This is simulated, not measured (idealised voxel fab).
Process module, titled voxel spacer lines
Cross-section cut spans 250 nm and uses square cells 5 nm in size.
In what follows, cross-sections appear as grids of square cells, described through bands that run from the top down, where every band is one or more rows of cells. Top, bottom (nm), then materials left to right with widths (nm); lone material tagged "edge to edge" fills the whole band edge to edge; "empty" = empty space. A quick word on heights: they are counted from 0, and under that level the wafer as it came to us is one material throughout. The lowest band is different from the rest in having no bottom; it simply continues downward, written as in "0 and below". Width: "30->40" (first number = top row, second number = bottom row, same change from row to row of cells). Step marked "remains unaltered"? Then no cell in the cross-section changed in it. Empty spaces without an open route to the top, at least 8 cells in extent, make up the entry "Closed void list"; each is given as width x height at distance, where the distance is measured from the left edge, and all are in nm. Anything after a step's settings on that line? It's the simulator's own note about the step. The setting "overlay nm" may be written on the line of a step. When the step uses a mask, the value reports how far to the right of the planned place the mask lay, and a negative value reports that it lay to the left.

These are the steps we planned for the process:
- 1: RECEIVE,material Si
- 2: CONFORMAL_DEP,material Al2O3,thk nm 5
- 3: DIRECTIONAL_DEP,material W,thk nm 10
- 4: DIRECTIONAL_DEP,material polySi,thk nm 20
- 5: PATTERN,tone cover,mask id MANDREL,material resist,width nm 20,pitch nm 60,thk nm 25,overlay nm 0
- 6: DIRECTIONAL_ETCH,etch materials polySi,depth nm 20
- 7: STRIP,etch materials resist
- 8: CONFORMAL_DEP,material SiO2,thk nm 10
- 9: DIRECTIONAL_ETCH,etch materials SiO2,depth nm 10
- 10: STRIP,etch materials polySi
- 11: DIRECTIONAL_ETCH,etch materials W,depth nm 10
- 12: STRIP,etch materials SiO2

Account of the first of two wafers, which was processed as intended:

Cross-sectional view of the wafer in its as-received condition, corresponding to the state after step 1:
  0 and below = Si edge to edge
  Closed void list: none

Cross-section: wafer state after step 2:
  5 down to 0 = Al2O3 edge to edge
  below 0: unchanged

Cross-section: wafer state after step 3:
  15 down to 5 = W edge to edge
  below 5: unchanged

Cross-section: wafer state after step 4:
  35 down to 15 = polySi edge to edge
  below 15: unchanged

Cross-section: wafer state after step 5:
  60 down to 35 = empty 85, resist 20, empty 40, resist 20, empty 85
  below 35: unchanged

Cross-section: wafer state after step 6:
  60 down to 35 = empty 85, resist 20, empty 40, resist 20, empty 85
  35 down to 15 = empty 85, polySi 20, empty 40, polySi 20, empty 85
  below 15: unchanged

Cross-section: wafer state after step 7:
  35 down to 15 = empty 85, polySi 20, empty 40, polySi 20, empty 85
  below 15: unchanged

Cross-section: wafer state after step 8:
  45 down to 35 = empty 75, SiO2 40, empty 20, SiO2 40, empty 75
  35 down to 25 = empty 75, SiO2 10, polySi 20, SiO2 10, empty 20, SiO2 10, polySi 20, SiO2 10, empty 75
  25 down to 15 = SiO2 85, polySi 20, SiO2 40, polySi 20, SiO2 85
  below 15: unchanged

Cross-section: wafer state after step 9:
  35 down to 15 = empty 75, SiO2 10, polySi 20, SiO2 10, empty 20, SiO2 10, polySi 20, SiO2 10, empty 75
  below 15: unchanged

Cross-section: wafer state after step 10:
  35 down to 15 = empty 75, SiO2 10, empty 20, SiO2 10, empty 20, SiO2 10, empty 20, SiO2 10, empty 75
  below 15: unchanged

Cross-section: wafer state after step 11:
  35 down to 15 = empty 75, SiO2 10, empty 20, SiO2 10, empty 20, SiO2 10, empty 20, SiO2 10, empty 75
  15 down to 5 = empty 75, W 10, empty 20, W 10, empty 20, W 10, empty 20, W 10, empty 75
  below 5: unchanged

Cross-section: wafer state after step 12:
  15 down to 5 = empty 75, W 10, empty 20, W 10, empty 20, W 10, empty 20, W 10, empty 75
  below 5: unchanged

Wafer two of the pair: same origin, same plan, one error during the run; identical to wafer one up to and including step 7:

Second wafer, section view, time point: scheduled end of step 8:
  45 down to 35 = empty 75, Al2O3 40, empty 20, Al2O3 40, empty 75
  35 down to 25 = empty 75, Al2O3 10, polySi 20, Al2O3 10, empty 20, Al2O3 10, polySi 20, Al2O3 10, empty 75
  25 down to 15 = Al2O3 85, polySi 20, Al2O3 40, polySi 20, Al2O3 85
  below 15: unchanged

Second wafer, section view, time point: scheduled end of step 9: remains unaltered

Second wafer, section view, time point: scheduled end of step 10: remains unaltered

Second wafer, section view, time point: scheduled end of step 11: remains unaltered

Second wafer, section view, time point: scheduled end of step 12: remains unaltered
Diagnosis: step 8 ran as: CONFORMAL_DEP,material Al2O3,thk nm 10
Final wafer comparison in cells, second versus first, more or fewer per material: +132 Al2O3 | +84 W | +32 polySi
